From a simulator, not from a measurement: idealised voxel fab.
A process module follows: voxel self aligned contacts.
The figure presents cross-section cut, which has a width of 230 nm and is divided into square cells with an edge length of 5 nm.
Format of a cross-section: grid, square cells. Given as bands. Order: top down. Band: one or more rows of cells.
Within each band entry, the heights of the top and of the bottom of the band appear first, in that order and in nm; the materials of the band then follow from left to right, each with its corresponding width in nm. The designation "full width" on a single material indicates that it fills the band from edge to edge; the designation "blank" indicates empty space.
Height reference: 0 = level under which incoming wafer is all one material. Lowest band: no bottom, runs on downward, e.g. "0 -> down".
You'd read "30->40" like this: the band's top row of cells is as wide as the first number, its bottom row is as wide as the second, and going down, every row changes width by the same amount as the row before did.
What does "nothing different" mean for a step? It means no cell of the cross-section changed in that step.
So "Encapsulated voids" is basically the list of trapped voids: any empty space of 8 cells or more that can't reach the top through an opening. They're written width x height at distance, the distance being from the left edge, and it's all nm.
If you see something after the settings on a step's line, that's the simulator's own remark about that step.
For masked steps, "overlay nm" on the step line gives how far right of plan the mask actually lay; a minus sign means it lay to the left.

LISTED BELOW ARE THE PROCESS STEPS AS PLANNED
- 1: RECEIVE,material Si
- 2: CONFORMAL_DEP,material SiO2,thk nm 5
- 3: DIRECTIONAL_DEP,material polySi,thk nm 20
- 4: DIRECTIONAL_DEP,material SiN,thk nm 15
- 5: DIRECTIONAL_DEP,material aC,thk nm 15
- 6: PATTERN,tone cover,mask id GATE,material resist,width nm 30,pitch nm 55,thk nm 30,overlay nm 0
- 7: DIRECTIONAL_ETCH,etch materials aC,depth nm 15
- 8: STRIP,etch materials resist
- 9: DIRECTIONAL_ETCH,etch materials SiN,depth nm 15
- 10: DIRECTIONAL_ETCH,etch materials polySi,depth nm 20
- 11: STRIP,etch materials aC
- 12: CONFORMAL_DEP,material SiN,thk nm 5
- 13: DIRECTIONAL_ETCH,etch materials SiN,depth nm 5
- 14: FILL_DEP,material SiO2,thk nm 15
- 15: CMP,height nm 50
- 16: DIRECTIONAL_DEP,material aC,thk nm 15
- 17: PATTERN,tone open,mask id CONTACT,material resist,width nm 35,pitch nm 55,thk nm 35,overlay nm 0
- 18: DIRECTIONAL_ETCH,etch materials aC,depth nm 15
- 19: STRIP,etch materials resist
- 20: DIRECTIONAL_ETCH,etch materials SiO2,depth nm 50
- 21: STRIP,etch materials aC
- 22: CONFORMAL_DEP,material TiN,thk nm 5
- 23: FILL_DEP,material Ru,thk nm 5
- 24: CMP,height nm 50
- 25: CONFORMAL_DEP,material SiCN,thk nm 5

INCOMING WAFER, CROSS-SECTIONAL VIEW, POST STEP 1
	0 -> down: Si full width
	Encapsulated voids: none

END-OF-MODULE CROSS-SECTION OF THE FIRST OF TWO WAFERS, PROCESSED AS PLANNED
	55 -> 50: SiCN full width
	50 -> 40: 70 nm SiO2  5->15 nm TiN  25->5 nm Ru  5->15 nm TiN  20 nm SiO2  5->15 nm TiN  25->5 nm Ru  5->15 nm TiN  70 nm SiO2
	40 -> 25: 40 nm SiO2  40 nm SiN  5 nm TiN  5 nm Ru  5 nm TiN  40 nm SiN  5 nm TiN  5 nm Ru  5 nm TiN  40 nm SiN  40 nm SiO2
	25 -> 5: 40 nm SiO2  5 nm SiN  30 nm polySi  5 nm SiN  5 nm TiN  5 nm Ru  5 nm TiN  5 nm SiN  30 nm polySi  5 nm SiN  5 nm TiN  5 nm Ru  5 nm TiN  5 nm SiN  30 nm polySi  5 nm SiN  40 nm SiO2
	5 -> 0: 80 nm SiO2  15 nm TiN  40 nm SiO2  15 nm TiN  80 nm SiO2
	0 -> down: Si full width
	Encapsulated voids: none

THIS IS THE SECOND OF THE TWO WAFERS, CROSS-SECTIONED AT THE END OF THE MODULE; IT STARTED EXACTLY LIKE THE FIRST AND WAS GIVEN THE SAME PLAN, BUT IT WAS RUN WITH ONE MISTAKE
	55 -> 50: SiCN full width
	50 -> 40: 70 nm SiO2  5->15 nm TiN  25->5 nm Ru  5->15 nm TiN  20 nm SiO2  5->15 nm TiN  25->5 nm Ru  5->15 nm TiN  70 nm SiO2
	40 -> 25: 40 nm SiO2  40 nm SiN  5 nm TiN  5 nm Ru  5 nm TiN  40 nm SiN  5 nm TiN  5 nm Ru  5 nm TiN  40 nm SiN  40 nm SiO2
	25 -> 20: 80 nm SiO2  15 nm TiN  40 nm SiO2  15 nm TiN  80 nm SiO2
	20 -> 0: polySi full width
	0 -> down: Si full width
	Encapsulated voids: none
Finding, execution versus plan: so 2 and 3 got swapped relative to the plan, each ran where the other was supposed to
End check, counted in cells, second wafer has more or fewer of these materials than the first: Ru -8, SiN -24, SiO2 -64, TiN -16, polySi +112
